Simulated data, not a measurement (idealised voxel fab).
Presented below is a process module, voxel double patterning.
Xsec cut, 200 nm wide, square cell size 5 nm.
Cross-section layout: square cells on a grid; listed as bands, top to bottom; a band spans one or more cell rows. Band: top height; bottom height; in nm. Then, left to right: material with width in nm, for each material. "full width": a single material spanning edge to edge. "blank": empty space. Heights are expressed relative to 0, this being the level below which the as-received wafer comprises one material exclusively. The lowest band is unbounded in the downward direction and is denoted as in "0 and below". Top row gets the first number, bottom row gets the second, and each row in between changes by the same step: that is how a band width like "30 to 40" works. It should be understood that the words "same as before", when stated for a given step, signify that the cross-section underwent no change in any of its cells during that step. "Enclosed void catalog" enumerates empty spaces isolated from the top, with no open way to it, that contain at least 8 cells, giving each as width x height at distance from the left edge, all three in nm. Whatever follows a step's settings on its line is a remark the simulator itself makes about that step. "overlay nm" answers the question of how far to the right of plan the mask lay on a step that has a mask, and when it is negative the answer is to the left.

The steps planned for the process are as follows:
step 1: RECEIVE with material Si
step 2: CONFORMAL_DEP with material SiO2, thk nm 10
step 3: DIRECTIONAL_DEP with material W, thk nm 10
step 4: DIRECTIONAL_DEP with material SiN, thk nm 10
step 5: MASKED_ETCH with tone open, mask id FIRST, width nm 15, pitch nm 50, etch materials SiN, depth nm 10, overlay nm 0
step 6: MASKED_ETCH with tone open, mask id SECOND, width nm 15, etch materials SiN, depth nm 10, overlay nm 0
step 7: DIRECTIONAL_ETCH with etch materials W, depth nm 10
step 8: STRIP with etch materials SiN

As received (post step 1): cross-section:
* 0 and below: Si full width
* Enclosed void catalog: none

Below is the wafer in cross-section after the module was completed. It began from the starting point shown above and followed the plan shown above, except that one mistake was made while running it:
* 20 down to 10: blank 65; W 15; blank 35; W 15; blank 70
* 10 down to 0: SiO2 full width
* 0 and below: Si full width
* Enclosed void catalog: none
Finding, execution versus plan: step 5 ran as: MASKED_ETCH with tone cover, mask id FIRST, width nm 15, pitch nm 50, etch materials SiN, depth nm 10, overlay nm 0
